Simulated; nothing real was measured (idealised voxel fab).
This is a process module. Its name is voxel self aligned contacts.
240 nm wide, 5 nm square cells: that's cross-section cut.
A cross-section is a grid of square cells, given in bands from the top down. A band is one or more rows of cells.
Heights first: top, then bottom, in nm. Then materials, left to right, each with a width in nm. "throughout" on a single material: fills the band edge to edge. "empty": empty space.
A quick word on heights: they are counted from 0, and under that level the wafer as it came to us is one material throughout. The lowest band is different from the rest in having no bottom; it simply continues downward, written as in "0 -> down".
Per-row width for "30 to 40": begins at first number (top row of band), ends at second number (bottom row), increment between rows held constant.
Reading "no modification" for a step: not a cell of the cross-section changed in it.
"Trapped void list" means: voids of 8 cells or more that are shut off from the top with no open way through. Written width x height at distance, distance from the left edge, in nm.
after a step's settings: what the simulator itself notes on the step
If you see "overlay nm" on a step's line and that step has a mask, it's telling you how far right of where it was planned the mask ended up; a negative number means it went left instead.

[This section lists the process steps that were planned]
| 1 | RECEIVE (material Si) |
| 2 | OXIDIZE (depth nm 5) |
| 3 | DIRECTIONAL_DEP (material polySi; thk nm 30) |
| 4 | DIRECTIONAL_DEP (material SiN; thk nm 15) |
| 5 | MASKED_ETCH (tone cover; mask id GATE; width nm 30; pitch nm 60; etch materials SiN; depth nm 15; overlay nm 0) |
| 6 | MASKED_ETCH (tone cover; mask id GATE; width nm 30; pitch nm 60; etch materials polySi; depth nm 30; overlay nm 0) |
| 7 | CONFORMAL_DEP (material SiN; thk nm 5) |
| 8 | DIRECTIONAL_ETCH (etch materials SiN; depth nm 5) |
| 9 | FILL_DEP (material SiO2; thk nm 20) |
| 10 | CMP (height nm 55) |
| 11 | DIRECTIONAL_DEP (material aC; thk nm 15) |
| 12 | PATTERN (tone open; mask id CONTACT; material resist; width nm 40; thk nm 30; overlay nm 0) |
| 13 | DIRECTIONAL_ETCH (etch materials aC; depth nm 15) |
| 14 | STRIP (etch materials resist) |
| 15 | DIRECTIONAL_ETCH (etch materials SiO2; depth nm 60) |
| 16 | STRIP (etch materials aC) |
| 17 | CONFORMAL_DEP (material TiN; thk nm 5) |
| 18 | FILL_DEP (material Ru; thk nm 5) |
| 19 | CMP (height nm 55) |
| 20 | CONFORMAL_DEP (material SiCN; thk nm 5) |

[First out of two wafers; run went to plan]

[As received (post step 1): cross-section]
    0 -> down | Si throughout
    Trapped void list: none

[Wafer xsec, post step 2]
    0 -> -5 | SiO2 throughout
    Everything under -5 stays put, no change at all.

[Wafer xsec, post step 3]
    30 -> 0 | polySi throughout
    Everything under 0 stays put, no change at all.

[Wafer xsec, post step 4]
    45 -> 30 | SiN throughout
    Everything under 30 stays put, no change at all.

[Wafer xsec, post step 5]
    45 -> 30 | empty 75 / SiN 30 / empty 30 / SiN 30 / empty 75
    Everything under 30 stays put, no change at all.

[Wafer xsec, post step 6]
    45 -> 30 | empty 75 / SiN 30 / empty 30 / SiN 30 / empty 75
    30 -> 0 | empty 75 / polySi 30 / empty 30 / polySi 30 / empty 75
    Everything under 0 stays put, no change at all.

[Wafer xsec, post step 7]
    50 -> 30 | empty 70 / SiN 40 / empty 20 / SiN 40 / empty 70
    30 -> 5 | empty 70 / SiN 5 / polySi 30 / SiN 5 / empty 20 / SiN 5 / polySi 30 / SiN 5 / empty 70
    5 -> 0 | SiN 75 / polySi 30 / SiN 30 / polySi 30 / SiN 75
    Everything under 0 stays put, no change at all.

[Wafer xsec, post step 8]
    45 -> 30 | empty 70 / SiN 40 / empty 20 / SiN 40 / empty 70
    30 -> 0 | empty 70 / SiN 5 / polySi 30 / SiN 5 / empty 20 / SiN 5 / polySi 30 / SiN 5 / empty 70
    Everything under 0 stays put, no change at all.

[Wafer xsec, post step 9]
    65 -> 45 | SiO2 throughout
    45 -> 30 | SiO2 70 / SiN 40 / SiO2 20 / SiN 40 / SiO2 70
    30 -> 0 | SiO2 70 / SiN 5 / polySi 30 / SiN 5 / SiO2 20 / SiN 5 / polySi 30 / SiN 5 / SiO2 70
    Everything under 0 stays put, no change at all.

[Wafer xsec, post step 10]
    55 -> 45 | SiO2 throughout
    Everything under 45 stays put, no change at all.

[Wafer xsec, post step 11]
    70 -> 55 | aC throughout
    Everything under 55 stays put, no change at all.

[Wafer xsec, post step 12]
    100 -> 70 | resist 100 / empty 40 / resist 100
    Everything under 70 stays put, no change at all.

[Wafer xsec, post step 13]
    85 -> 70 | resist 100 / empty 40 / resist 100
    70 -> 55 | aC 100 / empty 40 / aC 100
    Everything under 55 stays put, no change at all.

[Wafer xsec, post step 14]
    70 -> 55 | aC 100 / empty 40 / aC 100
    Everything under 55 stays put, no change at all.

[Wafer xsec, post step 15]
    70 -> 55 | aC 100 / empty 40 / aC 100
    55 -> 45 | SiO2 100 / empty 40 / SiO2 100
    45 -> 30 | SiO2 70 / SiN 40 / empty 20 / SiN 40 / SiO2 70
    30 -> 0 | SiO2 70 / SiN 5 / polySi 30 / SiN 5 / empty 20 / SiN 5 / polySi 30 / SiN 5 / SiO2 70
    0 -> -5 | SiO2 110 / empty 20 / SiO2 110
    Everything under -5 stays put, no change at all.

[Wafer xsec, post step 16]
    55 -> 45 | SiO2 100 / empty 40 / SiO2 100
    Everything under 45 stays put, no change at all.

[Wafer xsec, post step 17]
    60 -> 55 | TiN 105 / empty 30 / TiN 105
    55 -> 45 | SiO2 100 / TiN 5 to 15 / empty 30 to 10 / TiN 5 to 15 / SiO2 100
    45 -> 30 | SiO2 70 / SiN 40 / TiN 5 / empty 10 / TiN 5 / SiN 40 / SiO2 70
    30 -> 0 | SiO2 70 / SiN 5 / polySi 30 / SiN 5 / TiN 5 / empty 10 / TiN 5 / SiN 5 / polySi 30 / SiN 5 / SiO2 70
    0 -> -5 | SiO2 110 / TiN 20 / SiO2 110
    Everything under -5 stays put, no change at all.

[Wafer xsec, post step 18]
    65 -> 60 | Ru throughout
    60 -> 55 | TiN 105 / Ru 30 / TiN 105
    55 -> 45 | SiO2 100 / TiN 5 to 15 / Ru 30 to 10 / TiN 5 to 15 / SiO2 100
    45 -> 30 | SiO2 70 / SiN 40 / TiN 5 / Ru 10 / TiN 5 / SiN 40 / SiO2 70
    30 -> 0 | SiO2 70 / SiN 5 / polySi 30 / SiN 5 / TiN 5 / Ru 10 / TiN 5 / SiN 5 / polySi 30 / SiN 5 / SiO2 70
    Everything under 0 stays put, no change at all.

[Wafer xsec, post step 19]
    55 -> 45 | SiO2 100 / TiN 5 to 15 / Ru 30 to 10 / TiN 5 to 15 / SiO2 100
    Everything under 45 stays put, no change at all.

[Wafer xsec, post step 20]
    60 -> 55 | SiCN throughout
    Everything under 55 stays put, no change at all.

[The second wafer began exactly as the first did and followed the same plan, but one mistake was made while running it; through step 5 inclusive, the two wafers are identical]

[The second wafer cut through, at the time step 6 was supposed to be finished]
    45 -> 30 | empty 75 / SiN 30 / empty 30 / SiN 30 / empty 75
    30 -> 10 | empty 75 / polySi 30 / empty 30 / polySi 30 / empty 75
    Everything under 10 stays put, no change at all.

[The second wafer cut through, at the time step 7 was supposed to be finished]
    50 -> 30 | empty 70 / SiN 40 / empty 20 / SiN 40 / empty 70
    30 -> 15 | empty 70 / SiN 5 / polySi 30 / SiN 5 / empty 20 / SiN 5 / polySi 30 / SiN 5 / empty 70
    15 -> 10 | SiN 75 / polySi 30 / SiN 30 / polySi 30 / SiN 75
    Everything under 10 stays put, no change at all.

[The second wafer cut through, at the time step 8 was supposed to be finished]
    45 -> 30 | empty 70 / SiN 40 / empty 20 / SiN 40 / empty 70
    30 -> 10 | empty 70 / SiN 5 / polySi 30 / SiN 5 / empty 20 / SiN 5 / polySi 30 / SiN 5 / empty 70
    Everything under 10 stays put, no change at all.

[The second wafer cut through, at the time step 9 was supposed to be finished]
    65 -> 45 | SiO2 throughout
    45 -> 30 | SiO2 70 / SiN 40 / SiO2 20 / SiN 40 / SiO2 70
    30 -> 10 | SiO2 70 / SiN 5 / polySi 30 / SiN 5 / SiO2 20 / SiN 5 / polySi 30 / SiN 5 / SiO2 70
    Everything under 10 stays put, no change at all.

[The second wafer cut through, at the time step 10 was supposed to be finished]
    55 -> 45 | SiO2 throughout
    Everything under 45 stays put, no change at all.

[The second wafer cut through, at the time step 11 was supposed to be finished]
    70 -> 55 | aC throughout
    Everything under 55 stays put, no change at all.

[The second wafer cut through, at the time step 12 was supposed to be finished]
    100 -> 70 | resist 100 / empty 40 / resist 100
    Everything under 70 stays put, no change at all.

[The second wafer cut through, at the time step 13 was supposed to be finished]
    85 -> 70 | resist 100 / empty 40 / resist 100
    70 -> 55 | aC 100 / empty 40 / aC 100
    Everything under 55 stays put, no change at all.

[The second wafer cut through, at the time step 14 was supposed to be finished]
    70 -> 55 | aC 100 / empty 40 / aC 100
    Everything under 55 stays put, no change at all.

[The second wafer cut through, at the time step 15 was supposed to be finished]
    70 -> 55 | aC 100 / empty 40 / aC 100
    55 -> 45 | SiO2 100 / empty 40 / SiO2 100
    45 -> 30 | SiO2 70 / SiN 40 / empty 20 / SiN 40 / SiO2 70
    30 -> 10 | SiO2 70 / SiN 5 / polySi 30 / SiN 5 / empty 20 / SiN 5 / polySi 30 / SiN 5 / SiO2 70
    Everything under 10 stays put, no change at all.

[The second wafer cut through, at the time step 16 was supposed to be finished]
    55 -> 45 | SiO2 100 / empty 40 / SiO2 100
    Everything under 45 stays put, no change at all.

[The second wafer cut through, at the time step 17 was supposed to be finished]
    60 -> 55 | TiN 105 / empty 30 / TiN 105
    55 -> 45 | SiO2 100 / TiN 5 to 15 / empty 30 to 10 / TiN 5 to 15 / SiO2 100
    45 -> 30 | SiO2 70 / SiN 40 / TiN 5 / empty 10 / TiN 5 / SiN 40 / SiO2 70
    30 -> 15 | SiO2 70 / SiN 5 / polySi 30 / SiN 5 / TiN 5 / empty 10 / TiN 5 / SiN 5 / polySi 30 / SiN 5 / SiO2 70
    15 -> 10 | SiO2 70 / SiN 5 / polySi 30 / SiN 5 / TiN 20 / SiN 5 / polySi 30 / SiN 5 / SiO2 70
    Everything under 10 stays put, no change at all.

[The second wafer cut through, at the time step 18 was supposed to be finished]
    65 -> 60 | Ru throughout
    60 -> 55 | TiN 105 / Ru 30 / TiN 105
    55 -> 45 | SiO2 100 / TiN 5 to 15 / Ru 30 to 10 / TiN 5 to 15 / SiO2 100
    45 -> 30 | SiO2 70 / SiN 40 / TiN 5 / Ru 10 / TiN 5 / SiN 40 / SiO2 70
    30 -> 15 | SiO2 70 / SiN 5 / polySi 30 / SiN 5 / TiN 5 / Ru 10 / TiN 5 / SiN 5 / polySi 30 / SiN 5 / SiO2 70
    Everything under 15 stays put, no change at all.

[The second wafer cut through, at the time step 19 was supposed to be finished]
    55 -> 45 | SiO2 100 / TiN 5 to 15 / Ru 30 to 10 / TiN 5 to 15 / SiO2 100
    Everything under 45 stays put, no change at all.

[The second wafer cut through, at the time step 20 was supposed to be finished]
    60 -> 55 | SiCN throughout
    Everything under 55 stays put, no change at all.
What was the processing mistake? step 6: run off-plan, actual operation and settings MASKED_ETCH (tone cover; mask id GATE; width nm 30; pitch nm 60; etch materials polySi; depth nm 20; overlay nm 0)
Bottom line after processing is that, in cells, the second wafer is up or down on some materials versus the first: -6 Ru | -8 SiN | -52 SiO2 | -6 TiN | +72 polySi
